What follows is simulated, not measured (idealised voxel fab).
The document below concerns the process module designated voxel plated lines.
Pictured: cross-section cut, 185 nm wide, on a grid of 5 nm square cells.
In this document a cross-section is written as a grid of square cells. It is given as a series of bands, listed from the top down, and a band is one or more rows of cells.
Each band's line starts with the height of the band's top and of its bottom, in nm. Then come its materials from left to right, each with its width in nm. One material with "throughout" fills the band from edge to edge. "empty" is empty space.
A quick word on heights: they are counted from 0, and under that level the wafer as it came to us is one material throughout. The lowest band is different from the rest in having no bottom; it simply continues downward, written as in "from 0 down".
Quick explanation for "30..40": the width changes in equal steps down the rows of cells, from the first number in the band's top row to the second number in its bottom row.
Key: "nothing different" - step with no changed cell in the cross-section.
If an empty space has no open way to the top and is at least 8 cells in size, "Sealed cavities" lists it, written width x height at distance, where distance is measured from the left edge and every value is in nm.
Formally, on a step line, whatever follows the settings is a remark that the simulator itself makes on the step.
overlay nm, on a step with a mask: how far to the right of its planned place the mask lay; to the left if negative
-- List of planned process steps
1) RECEIVE with material Si
2) CONFORMAL_DEP with material Al2O3, thk nm 15
3) DIRECTIONAL_DEP with material TiN, thk nm 5
4) PATTERN with tone open, mask id LINES, material resist, width nm 25, pitch nm 55, thk nm 30, overlay nm 0
5) EPI with material Ru, thk nm 5
6) EPI with material Ru, thk nm 10
7) STRIP with etch materials resist
8) DIRECTIONAL_ETCH with etch materials TiN, depth nm 5
9) CONFORMAL_DEP with material SiN, thk nm 10
-- Step 1 complete: cross-section of the wafer as received
> from 0 down | Si throughout
> Sealed cavities: none
-- Cross-section, end of module. Start: as above. Plan: as above. Execution: one mistake
> from 45 to 35 | SiN throughout
> from 35 to 20 | Ru throughout
> from 20 to 15 | TiN throughout
> from 15 to 0 | Al2O3 throughout
> from 0 down | Si throughout
> Sealed cavities: none
Processing error: step 4 of the plan never got run, it was skipped over
